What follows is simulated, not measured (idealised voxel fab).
process module | voxel self aligned contacts
cross-section cut | 240 nm wide | cells 5 nm
A cross-section is a grid of square cells, given in bands from the top down. A band is one or more rows of cells.
Each band's line starts with the height of the band's top and of its bottom, in nm. Then come its materials from left to right, each with its width in nm. One material with "throughout" fills the band from edge to edge. "air" is empty space.
Height 0 is the level under which the wafer as received is all one material. The lowest band goes on downwards, as in "0 down".
A width such as "30 to 40" changes by the same amount from each row of cells to the next, from the band's top row to its bottom row.
"no change" after a step means that no cell of the cross-section changed.
closed voids: empty space of 8 cells or more with no open way to the top, each as width x height at its distance from the left edge, in nm
after a step's settings: what the simulator itself notes on the step
overlay nm, on a step with a mask: how far to the right of its planned place the mask lay; to the left if negative
plan
1 op RECEIVE | material Si
2 op OXIDIZE | depth nm 5
3 op DIRECTIONAL_DEP | material polySi | thk nm 20
4 op DIRECTIONAL_DEP | material SiN | thk nm 15
5 op PATTERN | tone cover | mask id GATE | material resist | width nm 30 | pitch nm 60 | thk nm 20 | overlay nm 0
6 op DIRECTIONAL_ETCH | etch materials SiN | depth nm 15
7 op DIRECTIONAL_ETCH | etch materials polySi | depth nm 20
8 op STRIP | etch materials resist
9 op CONFORMAL_DEP | material SiN | thk nm 5
10 op DIRECTIONAL_ETCH | etch materials SiN | depth nm 5
11 op FILL_DEP | material SiO2 | thk nm 15
12 op CMP | height nm 40
13 op PATTERN | tone open | mask id CONTACT | material resist | width nm 40 | thk nm 15 | overlay nm 0
14 op DIRECTIONAL_ETCH | etch materials SiO2 | depth nm 45
15 op STRIP | etch materials resist
16 op CONFORMAL_DEP | material TiN | thk nm 5
17 op FILL_DEP | material Ru | thk nm 5
18 op CMP | height nm 40
19 op CONFORMAL_DEP | material SiCN | thk nm 5
as received, after step 1
  0 down: Si throughout
  closed voids: none
first wafer at the end, as planned
  45 to 40: SiCN throughout
  40 to 35: SiO2 100 | TiN 15 | Ru 10 | TiN 15 | SiO2 100
  35 to 20: SiO2 70 | SiN 40 | TiN 5 | Ru 10 | TiN 5 | SiN 40 | SiO2 70
  20 to 0: SiO2 70 | SiN 5 | polySi 30 | SiN 5 | TiN 5 | Ru 10 | TiN 5 | SiN 5 | polySi 30 | SiN 5 | SiO2 70
  0 to -5: SiO2 110 | TiN 20 | SiO2 110
  -5 down: Si throughout
  closed voids: none
second wafer at the end: like start, like plan, one mistake
  45 to 40: SiCN throughout
  40 to 35: SiO2 100 | TiN 25 | Ru 10 | TiN 5 | SiO2 100
  35 to 20: SiO2 80 | SiN 40 | TiN 5 | Ru 10 | TiN 5 | SiN 40 | SiO2 60
  20 to 0: SiO2 80 | SiN 5 | polySi 30 | SiN 5 | TiN 5 | Ru 10 | TiN 5 | SiN 5 | polySi 30 | SiN 5 | SiO2 60
  0 to -5: SiO2 120 | TiN 20 | SiO2 100
  -5 down: Si throughout
  closed voids: none
what went wrong: step 5 ran as: op PATTERN | tone cover | mask id GATE | material resist | width nm 30 | pitch nm 60 | thk nm 20 | overlay nm 10
at the end the second wafer has, in cells: as many of each material as the first, in other places
